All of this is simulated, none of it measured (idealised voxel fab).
A process module follows: voxel fin reveal.
cross-section cut | 150 nm wide | cells 5 nm
When this document writes out a cross-section, it uses a grid of square cells and lists it as bands, beginning at the top and moving down, with a band standing for one or more rows of cells.
Heads up on the band format: heights come first, top then bottom, in nm. After that it's the materials left to right, each with its width in nm. A single material flagged "edge to edge" fills the whole band edge to edge, and "air" means there's empty space there.
For the purposes of this specification, 0 denotes the height below which the wafer in its as-received condition is composed wholly of one material, and the lowermost band, lacking a lower limit, extends downward without end, as expressed in "0 nm and below".
Read "30->40" as a graded width: first number on top, second number at the bottom, same change between each pair of neighbouring rows.
Given "remains unaltered" for a step, no cell of the cross-section differs between before and after that step.
Look at "Trapped voids" for the closed voids: empty spaces with no open path to the top, sized 8 cells or up. Each is width x height at distance, distance from the left edge, all nm.
Where a step's line continues beyond its settings, the continuation is a remark by the simulator itself on that step.
overlay nm: mask offset rightward from planned place, masked step; negative means leftward offset.
-- List of planned process steps
step 1: RECEIVE, material Si
step 2: CONFORMAL_DEP, material SiN, thk nm 10
step 3: PATTERN, tone cover, mask id FINS, material resist, width nm 15, pitch nm 40, thk nm 15, overlay nm 0
step 4: DIRECTIONAL_ETCH, etch materials SiN, depth nm 10
step 5: DIRECTIONAL_ETCH, etch materials Si, depth nm 30
step 6: STRIP, etch materials resist
step 7: FILL_DEP, material SiO2, thk nm 5
step 8: CMP, height nm 10
step 9: SELECTIVE_ETCH, etch materials SiO2, depth nm 25
step 10: STRIP, etch materials SiN
step 11: CONFORMAL_DEP, material HfO2, thk nm 5
-- This is the cross-section of the wafer as we received it, i.e. after step 1
* 0 nm and below  Si edge to edge
* Trapped voids: none
-- First wafer of two, sectioned at end of module; run went per plan
* 5 nm to 0 nm  20 of air / 25 of HfO2 / 15 of air / 25 of HfO2 / 15 of air / 25 of HfO2 / 25 of air
* 0 nm to -10 nm  20 of air / 5 of HfO2 / 15 of Si / 5 of HfO2 / 15 of air / 5 of HfO2 / 15 of Si / 5 of HfO2 / 15 of air / 5 of HfO2 / 15 of Si / 5 of HfO2 / 25 of air
* -10 nm to -15 nm  25 of HfO2 / 15 of Si / 25 of HfO2 / 15 of Si / 25 of HfO2 / 15 of Si / 30 of HfO2
* -15 nm to -30 nm  25 of SiO2 / 15 of Si / 25 of SiO2 / 15 of Si / 25 of SiO2 / 15 of Si / 30 of SiO2
* -30 nm and below  Si edge to edge
* Trapped voids: none
-- So this is wafer number two of the two, cut at the end of the module - it started where the first did and had the same plan, we just got one thing wrong running it
* 5 nm to 0 nm  20 of air / 25 of HfO2 / 15 of air / 25 of HfO2 / 15 of air / 25 of HfO2 / 25 of air
* 0 nm to -10 nm  20 of air / 5 of HfO2 / 15 of Si / 5 of HfO2 / 15 of air / 5 of HfO2 / 15 of Si / 5 of HfO2 / 15 of air / 5 of HfO2 / 15 of Si / 5 of HfO2 / 25 of air
* -10 nm to -15 nm  25 of HfO2 / 15 of Si / 25 of HfO2 / 15 of Si / 25 of HfO2 / 15 of Si / 30 of HfO2
* -15 nm to -60 nm  25 of SiO2 / 15 of Si / 25 of SiO2 / 15 of Si / 25 of SiO2 / 15 of Si / 30 of SiO2
* -60 nm and below  Si edge to edge
* Trapped voids: none
Error vs. plan: plan step 5 ran twice
Final comparison by cell count, materials where the second wafer has more or fewer than the first: Si -126; SiO2 +126
